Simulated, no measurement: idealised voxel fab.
process module | voxel self aligned vias
The cross-section shown here is cut; it is 220 nm wide and divided into square cells measuring 5 nm on a side.
Cross-section spec: square-cell grid; bands listed top down; each band is one or more rows.
A band entry consists of two parts. The first gives the height of the band's top and the height of its bottom, in nm. The rest lists the band's materials from left to right, each with its width in nm. A single material labelled with the word "full width" fills the band from edge to edge, and the word "air" marks empty space.
Note: height 0 marks the level under which the wafer is uniformly one material as received. Lowest band unbounded below, written "from 0 down".
The two numbers in a width such as "30->40" mark its ends across the band: the first belongs to the top row of cells, the second to the bottom row, and from each row to the next the width moves by the same amount.
Where the words "remained the same" appear for a step, the cross-section shows no cell changed by that step; every cell remained as before.
Entry "Voids lacking openings" = empty spaces >= 8 cells with no open way to the top; each as width x height at distance, distance from left edge, all nm.
What comes after the settings on a step's line is commentary from the simulator itself on that step.
On any step carrying a mask, the "overlay nm" setting, if present on the step's line, tells how far right of its planned place the mask lay; negative values point to the left.

## The steps planned for the process are as follows
1,RECEIVE | material Si
2,CONFORMAL_DEP | material SiO2 | thk nm 10
3,CONFORMAL_DEP | material SiCN | thk nm 5
4,DIRECTIONAL_DEP | material SiO2 | thk nm 25
5,PATTERN | tone open | mask id LINES | material resist | width nm 20 | pitch nm 50 | thk nm 15 | overlay nm 0
6,DIRECTIONAL_ETCH | etch materials SiO2 | depth nm 25
7,STRIP | etch materials resist
8,CONFORMAL_DEP | material TiN | thk nm 5
9,FILL_DEP | material W | thk nm 10
10,CMP | height nm 40
11,SELECTIVE_ETCH | etch materials W Ru TiN | depth nm 5
12,FILL_DEP | material SiN | thk nm 10
13,CMP | height nm 40
14,DIRECTIONAL_DEP | material SiO2 | thk nm 15
15,MASKED_ETCH | tone open | mask id VIAS | width nm 30 | pitch nm 100 | etch materials SiO2 | depth nm 15 | overlay nm 0
16,MASKED_ETCH | tone open | mask id VIAS | width nm 30 | pitch nm 100 | etch materials SiN | depth nm 5 | overlay nm 0
17,CONFORMAL_DEP | material TiN | thk nm 5
18,FILL_DEP | material Ru | thk nm 10
19,CMP | height nm 55
20,CONFORMAL_DEP | material SiN | thk nm 5

## Of two wafers, the first: run according to plan

## This is the cross-section of the wafer as we received it, i.e. after step 1
    from 0 down | Si full width
    Voids lacking openings: none

## Wafer section view after processing step 2
    from 10 to 0 | SiO2 full width
    For the remainder of the cross-section, below 0, there is no change.

## Wafer section view after processing step 3
    from 15 to 10 | SiCN full width
    For the remainder of the cross-section, below 10, there is no change.

## Wafer section view after processing step 4
    from 40 to 15 | SiO2 full width
    For the remainder of the cross-section, below 15, there is no change.

## Wafer section view after processing step 5
    from 55 to 40 | 50 resist | 20 air | 30 resist | 20 air | 30 resist | 20 air | 50 resist
    For the remainder of the cross-section, below 40, there is no change.

## Wafer section view after processing step 6
    from 55 to 40 | 50 resist | 20 air | 30 resist | 20 air | 30 resist | 20 air | 50 resist
    from 40 to 15 | 50 SiO2 | 20 air | 30 SiO2 | 20 air | 30 SiO2 | 20 air | 50 SiO2
    For the remainder of the cross-section, below 15, there is no change.

## Wafer section view after processing step 7
    from 40 to 15 | 50 SiO2 | 20 air | 30 SiO2 | 20 air | 30 SiO2 | 20 air | 50 SiO2
    For the remainder of the cross-section, below 15, there is no change.

## Wafer section view after processing step 8
    from 45 to 40 | 55 TiN | 10 air | 40 TiN | 10 air | 40 TiN | 10 air | 55 TiN
    from 40 to 20 | 50 SiO2 | 5 TiN | 10 air | 5 TiN | 30 SiO2 | 5 TiN | 10 air | 5 TiN | 30 SiO2 | 5 TiN | 10 air | 5 TiN | 50 SiO2
    from 20 to 15 | 50 SiO2 | 20 TiN | 30 SiO2 | 20 TiN | 30 SiO2 | 20 TiN | 50 SiO2
    For the remainder of the cross-section, below 15, there is no change.

## Wafer section view after processing step 9
    from 55 to 45 | W full width
    from 45 to 40 | 55 TiN | 10 W | 40 TiN | 10 W | 40 TiN | 10 W | 55 TiN
    from 40 to 20 | 50 SiO2 | 5 TiN | 10 W | 5 TiN | 30 SiO2 | 5 TiN | 10 W | 5 TiN | 30 SiO2 | 5 TiN | 10 W | 5 TiN | 50 SiO2
    For the remainder of the cross-section, below 20, there is no change.

## Wafer section view after processing step 10
    from 40 to 20 | 50 SiO2 | 5 TiN | 10 W | 5 TiN | 30 SiO2 | 5 TiN | 10 W | 5 TiN | 30 SiO2 | 5 TiN | 10 W | 5 TiN | 50 SiO2
    For the remainder of the cross-section, below 20, there is no change.

## Wafer section view after processing step 11
    from 40 to 35 | 50 SiO2 | 20 air | 30 SiO2 | 20 air | 30 SiO2 | 20 air | 50 SiO2
    For the remainder of the cross-section, below 35, there is no change.

## Wafer section view after processing step 12
    from 50 to 40 | SiN full width
    from 40 to 35 | 50 SiO2 | 20 SiN | 30 SiO2 | 20 SiN | 30 SiO2 | 20 SiN | 50 SiO2
    For the remainder of the cross-section, below 35, there is no change.

## Wafer section view after processing step 13
    from 40 to 35 | 50 SiO2 | 20 SiN | 30 SiO2 | 20 SiN | 30 SiO2 | 20 SiN | 50 SiO2
    For the remainder of the cross-section, below 35, there is no change.

## Wafer section view after processing step 14
    from 55 to 40 | SiO2 full width
    For the remainder of the cross-section, below 40, there is no change.

## Wafer section view after processing step 15
    from 55 to 40 | 45 SiO2 | 30 air | 70 SiO2 | 30 air | 45 SiO2
    For the remainder of the cross-section, below 40, there is no change.

## Wafer section view after processing step 16
    from 55 to 40 | 45 SiO2 | 30 air | 70 SiO2 | 30 air | 45 SiO2
    from 40 to 35 | 50 SiO2 | 20 air | 30 SiO2 | 20 SiN | 30 SiO2 | 20 air | 50 SiO2
    For the remainder of the cross-section, below 35, there is no change.

## Wafer section view after processing step 17
    from 60 to 55 | 50 TiN | 20 air | 80 TiN | 20 air | 50 TiN
    from 55 to 45 | 45 SiO2 | 5 TiN | 20 air | 5 TiN | 70 SiO2 | 5 TiN | 20 air | 5 TiN | 45 SiO2
    from 45 to 40 | 45 SiO2 | 10 TiN | 10 air | 10 TiN | 70 SiO2 | 10 TiN | 10 air | 10 TiN | 45 SiO2
    from 40 to 35 | 50 SiO2 | 20 TiN | 30 SiO2 | 20 SiN | 30 SiO2 | 20 TiN | 50 SiO2
    For the remainder of the cross-section, below 35, there is no change.

## Wafer section view after processing step 18
    from 70 to 60 | Ru full width
    from 60 to 55 | 50 TiN | 20 Ru | 80 TiN | 20 Ru | 50 TiN
    from 55 to 45 | 45 SiO2 | 5 TiN | 20 Ru | 5 TiN | 70 SiO2 | 5 TiN | 20 Ru | 5 TiN | 45 SiO2
    from 45 to 40 | 45 SiO2 | 10 TiN | 10 Ru | 10 TiN | 70 SiO2 | 10 TiN | 10 Ru | 10 TiN | 45 SiO2
    For the remainder of the cross-section, below 40, there is no change.

## Wafer section view after processing step 19
    from 55 to 45 | 45 SiO2 | 5 TiN | 20 Ru | 5 TiN | 70 SiO2 | 5 TiN | 20 Ru | 5 TiN | 45 SiO2
    For the remainder of the cross-section, below 45, there is no change.

## Wafer section view after processing step 20
    from 60 to 55 | SiN full width
    For the remainder of the cross-section, below 55, there is no change.

## Second Wafer (Identical Start and Plan, One Processing Error; Matches First Wafer Through Step 14)

## Here is the second wafer in cross-section at the point where step 15 of the plan should have been done
    from 55 to 40 | 50 SiO2 | 25 air | 75 SiO2 | 25 air | 45 SiO2
    For the remainder of the cross-section, below 40, there is no change.

## Here is the second wafer in cross-section at the point where step 16 of the plan should have been done
    from 55 to 40 | 50 SiO2 | 25 air | 75 SiO2 | 25 air | 45 SiO2
    from 40 to 35 | 50 SiO2 | 20 air | 30 SiO2 | 20 SiN | 30 SiO2 | 20 air | 50 SiO2
    For the remainder of the cross-section, below 35, there is no change.

## Here is the second wafer in cross-section at the point where step 17 of the plan should have been done
    from 60 to 55 | 55 TiN | 15 air | 85 TiN | 15 air | 50 TiN
    from 55 to 45 | 50 SiO2 | 5 TiN | 15 air | 5 TiN | 75 SiO2 | 5 TiN | 15 air | 5 TiN | 45 SiO2
    from 45 to 40 | 50 SiO2 | 5 TiN | 10 air | 10 TiN | 75 SiO2 | 5 TiN | 10 air | 10 TiN | 45 SiO2
    from 40 to 35 | 50 SiO2 | 20 TiN | 30 SiO2 | 20 SiN | 30 SiO2 | 20 TiN | 50 SiO2
    For the remainder of the cross-section, below 35, there is no change.

## Here is the second wafer in cross-section at the point where step 18 of the plan should have been done
    from 70 to 60 | Ru full width
    from 60 to 55 | 55 TiN | 15 Ru | 85 TiN | 15 Ru | 50 TiN
    from 55 to 45 | 50 SiO2 | 5 TiN | 15 Ru | 5 TiN | 75 SiO2 | 5 TiN | 15 Ru | 5 TiN | 45 SiO2
    from 45 to 40 | 50 SiO2 | 5 TiN | 10 Ru | 10 TiN | 75 SiO2 | 5 TiN | 10 Ru | 10 TiN | 45 SiO2
    For the remainder of the cross-section, below 40, there is no change.

## Here is the second wafer in cross-section at the point where step 19 of the plan should have been done
    from 55 to 45 | 50 SiO2 | 5 TiN | 15 Ru | 5 TiN | 75 SiO2 | 5 TiN | 15 Ru | 5 TiN | 45 SiO2
    For the remainder of the cross-section, below 45, there is no change.

## Here is the second wafer in cross-section at the point where step 20 of the plan should have been done
    from 60 to 55 | SiN full width
    For the remainder of the cross-section, below 55, there is no change.
So what did we get wrong on this run? planned and actual differ for step 15; actual: MASKED_ETCH | tone open | mask id VIAS | width nm 25 | pitch nm 100 | etch materials SiO2 | depth nm 15 | overlay nm 0
At the finish, the second wafer shows more or fewer cells for some materials than the first does: -4 Ru, +6 SiO2, -2 TiN
